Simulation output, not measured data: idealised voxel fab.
This section sets out a process module, namely voxel released beams.
For reference, the cross-section in this document is cut, with width 290 nm and square cells of 5 nm.
In this document a cross-section is written as a grid of square cells. It is given as a series of bands, listed from the top down, and a band is one or more rows of cells. Band: top height; bottom height; in nm. Then, left to right: material with width in nm, for each material. "everywhere": a single material spanning edge to edge. "air": empty space. Measure heights from 0. That's the level where, below it, the as-received wafer is all one material. The lowest band is bottomless and extends downward; write it as in "top 0, no bottom". Width spec "30 to 40" -> top row of cells at first value, bottom row at second value, equal per-row change in between. "no change occurred", as given for a step, is the statement that not any cell of the cross-section underwent a change during that step. Each empty space that has no open way to the top and spans at least 8 cells appears under "Enclosed void entries" as width x height at distance, the distance counted from the left edge, all in nm. Formally, on a step line, whatever follows the settings is a remark that the simulator itself makes on the step. A step's line can hold "overlay nm"; with a mask on that step, the setting says how far right of the planned place the mask lay, while a negative setting says it lay to the left.

### The following list gives the planned process steps
1,RECEIVE with material Si
2,CONFORMAL_DEP with material Al2O3, thk nm 5
3,DIRECTIONAL_DEP with material SiO2, thk nm 10
4,PATTERN with tone open, mask id ANCHOR, material resist, width nm 35, thk nm 20, overlay nm 0
5,DIRECTIONAL_ETCH with etch materials SiO2, depth nm 10
6,STRIP with etch materials resist
7,CONFORMAL_DEP with material SiN, thk nm 10
8,PATTERN with tone cover, mask id BEAM, material resist, width nm 90, thk nm 20, overlay nm 0
9,DIRECTIONAL_ETCH with etch materials SiN, depth nm 10
10,STRIP with etch materials resist
11,STRIP with etch materials SiO2

### Wafer cross-section on receipt, i.e. after step 1
* top 0, no bottom = Si everywhere
* Enclosed void entries: none

### Run as planned - first of the two wafers cross-sectioned at the end of the module
* top 25, bottom 15 = air 95, SiN 15, air 15, SiN 60, air 105
* top 15, bottom 5 = air 100, SiN 35, air 155
* top 5, bottom 0 = Al2O3 everywhere
* top 0, no bottom = Si everywhere
* Enclosed void entries: none

### Here is the second of the two wafers cut open at the end of the module - same start, same plan as the first one, but we made one mistake running it
* top 25, bottom 15 = air 95, SiN 15, air 20, SiN 55, air 105
* top 15, bottom 5 = air 100, SiN 40, air 150
* top 5, bottom 0 = Al2O3 everywhere
* top 0, no bottom = Si everywhere
* Enclosed void entries: none
Finding, execution versus plan: for step 4, the planned setting was not used; the step was instead run as PATTERN with tone open, mask id ANCHOR, material resist, width nm 40, thk nm 20, overlay nm 0
Heads up: at the end the two wafers have identical cell counts per material, they're just laid out differently.
